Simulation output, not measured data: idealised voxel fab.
process module | voxel wiring stack
cross-section cut | 240 nm wide | cells 5 nm
A cross-section is a grid of square cells, given in bands from the top down. A band is one or more rows of cells.
Each band's line starts with the height of the band's top and of its bottom, in nm. Then come its materials from left to right, each with its width in nm. One material with "throughout" fills the band from edge to edge. "air" is empty space.
Height 0 is the level under which the wafer as received is all one material. The lowest band goes on downwards, as in "0 down".
A width such as "30 to 40" changes by the same amount from each row of cells to the next, from the band's top row to its bottom row.
"no change" after a step means that no cell of the cross-section changed.
closed voids: empty space of 8 cells or more with no open way to the top, each as width x height at its distance from the left edge, in nm
after a step's settings: what the simulator itself notes on the step
overlay nm, on a step with a mask: how far to the right of its planned place the mask lay; to the left if negative
plan
1 op RECEIVE | material Si
2 op CONFORMAL_DEP | material SiO2 | thk nm 15
3 op DIRECTIONAL_DEP | material TiN | thk nm 5
4 op DIRECTIONAL_DEP | material Ru | thk nm 20
5 op MASKED_ETCH | tone cover | mask id METAL_1 | width nm 25 | pitch nm 50 | etch materials Ru | depth nm 20 | overlay nm 0
6 op MASKED_ETCH | tone cover | mask id METAL_1 | width nm 25 | pitch nm 50 | etch materials TiN | depth nm 5 | overlay nm 0
7 op CONFORMAL_DEP | material SiCN | thk nm 5
8 op FILL_DEP | material lowk | thk nm 5
9 op CMP | height nm 40
10 op CONFORMAL_DEP | material SiCN | thk nm 5
11 op DIRECTIONAL_DEP | material SiO2 | thk nm 20
12 op DIRECTIONAL_DEP | material aC | thk nm 15
13 op PATTERN | tone open | mask id PLUG_1 | material resist | width nm 15 | pitch nm 100 | thk nm 30 | overlay nm 0
14 op DIRECTIONAL_ETCH | etch materials aC | depth nm 15
15 op STRIP | etch materials resist
16 op DIRECTIONAL_ETCH | etch materials SiO2 | depth nm 20
17 op DIRECTIONAL_ETCH | etch materials SiCN | depth nm 5
18 op STRIP | etch materials aC
19 op CONFORMAL_DEP | material TiN | thk nm 5
20 op FILL_DEP | material Cu | thk nm 5
21 op CMP | height nm 65
22 op DIRECTIONAL_DEP | material TiN | thk nm 5
23 op DIRECTIONAL_DEP | material Ru | thk nm 20
24 op MASKED_ETCH | tone cover | mask id METAL_2 | width nm 25 | pitch nm 50 | etch materials Ru | depth nm 20 | overlay nm 0
25 op MASKED_ETCH | tone cover | mask id METAL_2 | width nm 25 | pitch nm 50 | etch materials TiN | depth nm 5 | overlay nm 0
26 op CONFORMAL_DEP | material SiCN | thk nm 5
27 op FILL_DEP | material lowk | thk nm 10
28 op CMP | height nm 90
29 op CONFORMAL_DEP | material SiCN | thk nm 5
30 op DIRECTIONAL_DEP | material lowk | thk nm 30
31 op DIRECTIONAL_DEP | material aC | thk nm 15
32 op PATTERN | tone open | mask id METAL_3 | material resist | width nm 25 | pitch nm 50 | thk nm 35 | overlay nm 0
33 op DIRECTIONAL_ETCH | etch materials aC | depth nm 15
34 op STRIP | etch materials resist
35 op DIRECTIONAL_ETCH | etch materials lowk | depth nm 20
36 op STRIP | etch materials aC
37 op MASKED_ETCH | tone open | mask id METAL_3_HOLES | width nm 15 | pitch nm 100 | etch materials lowk | depth nm 10 | overlay nm 0
38 op MASKED_ETCH | tone open | mask id METAL_3_HOLES | width nm 15 | pitch nm 100 | etch materials SiCN | depth nm 5 | overlay nm 0
39 op CONFORMAL_DEP | material TiN | thk nm 5
40 op FILL_DEP | material Cu | thk nm 5
41 op CMP | height nm 125
42 op CONFORMAL_DEP | material SiCN | thk nm 5
as received, after step 1
  0 down: Si throughout
  closed voids: none
first wafer at the end, as planned
  130 to 125: SiCN throughout
  125 to 110: lowk 55 | TiN 5 | Cu 15 | TiN 5 | lowk 25 | TiN 5 | Cu 15 | TiN 5 | lowk 25 | TiN 5 | Cu 15 | TiN 5 | lowk 60
  110 to 105: lowk 55 | TiN 5 | Cu 5 | TiN 15 | lowk 25 | TiN 25 | lowk 25 | TiN 5 | Cu 5 | TiN 15 | lowk 60
  105 to 95: lowk 55 | TiN 5 | Cu 5 | TiN 5 | lowk 85 | TiN 5 | Cu 5 | TiN 5 | lowk 70
  95 to 90: SiCN 55 | TiN 15 | SiCN 85 | TiN 15 | SiCN 70
  90 to 70: lowk 50 | SiCN 5 | Ru 25 | SiCN 5 | lowk 15 | SiCN 5 | Ru 25 | SiCN 5 | lowk 15 | SiCN 5 | Ru 25 | SiCN 5 | lowk 55
  70 to 65: SiCN 55 | TiN 25 | SiCN 25 | TiN 25 | SiCN 25 | TiN 25 | SiCN 60
  65 to 45: SiO2 55 | TiN 5 | Cu 5 | TiN 5 | SiO2 85 | TiN 5 | Cu 5 | TiN 5 | SiO2 70
  45 to 40: SiCN 55 | TiN 15 | SiCN 85 | TiN 15 | SiCN 70
  40 to 20: lowk 50 | SiCN 5 | Ru 25 | SiCN 5 | lowk 15 | SiCN 5 | Ru 25 | SiCN 5 | lowk 15 | SiCN 5 | Ru 25 | SiCN 5 | lowk 55
  20 to 15: SiCN 55 | TiN 25 | SiCN 25 | TiN 25 | SiCN 25 | TiN 25 | SiCN 60
  15 to 0: SiO2 throughout
  0 down: Si throughout
  closed voids: none
second wafer at the end: like start, like plan, one mistake
  130 to 125: SiCN throughout
  125 to 110: lowk 55 | TiN 5 | Cu 15 | TiN 5 | lowk 25 | TiN 5 | Cu 15 | TiN 5 | lowk 25 | TiN 5 | Cu 15 | TiN 5 | lowk 60
  110 to 105: lowk 55 | TiN 5 | Cu 5 | TiN 15 | lowk 25 | TiN 25 | lowk 25 | TiN 5 | Cu 5 | TiN 15 | lowk 60
  105 to 95: lowk 55 | TiN 5 | Cu 5 | TiN 5 | lowk 85 | TiN 5 | Cu 5 | TiN 5 | lowk 70
  95 to 90: SiCN 55 | TiN 15 | SiCN 85 | TiN 15 | SiCN 70
  90 to 70: lowk 50 | SiCN 5 | Ru 25 | SiCN 5 | lowk 15 | SiCN 5 | Ru 25 | SiCN 5 | lowk 15 | SiCN 5 | Ru 25 | SiCN 5 | lowk 55
  70 to 65: SiCN 55 | TiN 25 | SiCN 25 | TiN 25 | SiCN 25 | TiN 25 | SiCN 60
  65 to 45: SiO2 55 | TiN 5 | Cu 5 | TiN 5 | SiO2 85 | TiN 5 | Cu 5 | TiN 5 | SiO2 70
  45 to 40: SiCN 55 | TiN 15 | SiCN 85 | TiN 15 | SiCN 70
  40 to 20: lowk 50 | Cu 5 | Ru 25 | Cu 5 | lowk 15 | Cu 5 | Ru 25 | Cu 5 | lowk 15 | Cu 5 | Ru 25 | Cu 5 | lowk 55
  20 to 15: Cu 55 | TiN 25 | Cu 25 | TiN 25 | Cu 25 | TiN 25 | Cu 60
  15 to 0: SiO2 throughout
  0 down: Si throughout
  closed voids: none
what went wrong: step 7 ran as: op CONFORMAL_DEP | material Cu | thk nm 5
at the end the second wafer has, in cells: 57 more of Cu | 57 fewer of SiCN
